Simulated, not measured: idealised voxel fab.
process module | voxel local oxidation
cross-section cut | 245 nm wide | cells 5 nm
A cross-section is a grid of square cells, given in bands from the top down. A band is one or more rows of cells.
Each band's line starts with the height of the band's top and of its bottom, in nm. Then come its materials from left to right, each with its width in nm. One material with "throughout" fills the band from edge to edge. "air" is empty space.
Height 0 is the level under which the wafer as received is all one material. The lowest band goes on downwards, as in "0 down".
A width such as "30 to 40" changes by the same amount from each row of cells to the next, from the band's top row to its bottom row.
"no change" after a step means that no cell of the cross-section changed.
closed voids: empty space of 8 cells or more with no open way to the top, each as width x height at its distance from the left edge, in nm
after a step's settings: what the simulator itself notes on the step
overlay nm, on a step with a mask: how far to the right of its planned place the mask lay; to the left if negative
plan
1 op RECEIVE | material Si
2 op OXIDIZE | depth nm 5
3 op CONFORMAL_DEP | material SiN | thk nm 15
4 op DIRECTIONAL_DEP | material aC | thk nm 15
5 op PATTERN | tone cover | mask id ACTIVE | material resist | width nm 105 | thk nm 30 | overlay nm -15
6 op DIRECTIONAL_ETCH | etch materials aC | depth nm 15
7 op STRIP | etch materials resist
8 op DIRECTIONAL_ETCH | etch materials SiN | depth nm 15
9 op STRIP | etch materials aC
10 op SELECTIVE_ETCH | etch materials SiO2 | depth nm 5
11 op OXIDIZE | depth nm 15
12 op STRIP | etch materials SiN
varied across the wafers: overlay nm of step 5. The plan shows the first wafer's value. All wafers start alike
first wafer as received, after step 1
  0 down: Si throughout
  closed voids: none
first wafer at the end, after step 12
  0 to -5: air 60 | SiO2 95 | air 90
  -5 to -20: SiO2 75 | Si 65 | SiO2 105
  -20 down: Si throughout
  closed voids: none
last wafer at the end
  0 to -5: air 90 | SiO2 95 | air 60
  -5 to -20: SiO2 105 | Si 65 | SiO2 75
  -20 down: Si throughout
  closed voids: none
each wafer at the end: cells of each material gained (+) or lost (-) since it was received, then its closed voids
overlay nm -15 | -157 Si | +127 SiO2 | closed voids: none
overlay nm -10 | -157 Si | +127 SiO2 | closed voids: none
overlay nm -5 | -157 Si | +127 SiO2 | closed voids: none
overlay nm 0 | -157 Si | +127 SiO2 | closed voids: none
overlay nm 5 | -157 Si | +127 SiO2 | closed voids: none
overlay nm 10 | -157 Si | +127 SiO2 | closed voids: none
overlay nm 15 | -157 Si | +127 SiO2 | closed voids: none
